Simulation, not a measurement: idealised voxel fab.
Process module heading - voxel self aligned vias
This is section cut - it's 225 nm across, gridded in 5 nm square cells.
The cross-sections in this document take the form of a grid made of square cells. They are written out as bands, in order from top to bottom. Each band consists of one or more rows of cells.
The entry gives the band's vertical extent as a top height and a bottom height in nm, then its horizontal make-up as materials from left to right, each with a width in nm. "air" stands for empty space; a single material marked "full width" fills the band edge to edge.
Counting heights begins at 0, where everything beneath is, in the wafer as received, one material. The lowest band has no bottom; it goes on downwards, as "0 -> down" shows.
Width "30->40": first value at the band's top row of cells, second value at its bottom row, equal change from row to row.
"nothing changed" (step): cross-section cells unchanged, all of them.
"Enclosed void catalog" enumerates empty spaces isolated from the top, with no open way to it, that contain at least 8 cells, giving each as width x height at distance from the left edge, all three in nm.
Post-settings text on a step line: simulator's own remark regarding the step.
If you see "overlay nm" on a step's line and that step has a mask, it's telling you how far right of where it was planned the mask ended up; a negative number means it went left instead.

This section lists the process steps that were planned
1 RECEIVE | material Si
2 CONFORMAL_DEP | material SiO2 | thk nm 15
3 CONFORMAL_DEP | material SiCN | thk nm 5
4 DIRECTIONAL_DEP | material SiO2 | thk nm 25
5 MASKED_ETCH | tone open | mask id LINES | width nm 25 | pitch nm 55 | etch materials SiO2 | depth nm 25 | overlay nm 0
6 CONFORMAL_DEP | material TiN | thk nm 5
7 FILL_DEP | material W | thk nm 10
8 CMP | height nm 45
9 SELECTIVE_ETCH | etch materials W Ru TiN | depth nm 5
10 FILL_DEP | material SiN | thk nm 5
11 CMP | height nm 45
12 DIRECTIONAL_DEP | material SiO2 | thk nm 15
13 MASKED_ETCH | tone open | mask id VIAS | width nm 35 | pitch nm 55 | etch materials SiO2 | depth nm 15 | overlay nm 0
14 MASKED_ETCH | tone open | mask id VIAS | width nm 35 | pitch nm 55 | etch materials SiN | depth nm 5 | overlay nm 0
15 CONFORMAL_DEP | material TiN | thk nm 5
16 FILL_DEP | material W | thk nm 10
17 CMP | height nm 60
18 CONFORMAL_DEP | material SiN | thk nm 5

This is the cross-section of the wafer as we received it, i.e. after step 1
* 0 -> down  Si full width
* Enclosed void catalog: none

Wafer at module end, in section. Began as above, planned as above, run with one mistake
* 65 -> 60  SiN full width
* 60 -> 45  SiO2=65, TiN=5, W=25, TiN=5, SiO2=20, TiN=5, W=25, TiN=5, SiO2=70
* 45 -> 40  SiN=65, TiN=35, SiN=20, TiN=35, SiN=70
* 40 -> 35  W full width
* 35 -> 30  TiN=75, W=15, TiN=40, W=15, TiN=80
* 30 -> 10  SiO2=70, TiN=5, W=15, TiN=5, SiO2=30, TiN=5, W=15, TiN=5, SiO2=75
* 10 -> 5  SiO2=70, TiN=25, SiO2=30, TiN=25, SiO2=75
* 5 -> 0  SiCN full width
* 0 -> down  Si full width
* Enclosed void catalog: none
Against the plan, the run slipped here: step 2 of the plan did not run at all; it was left out
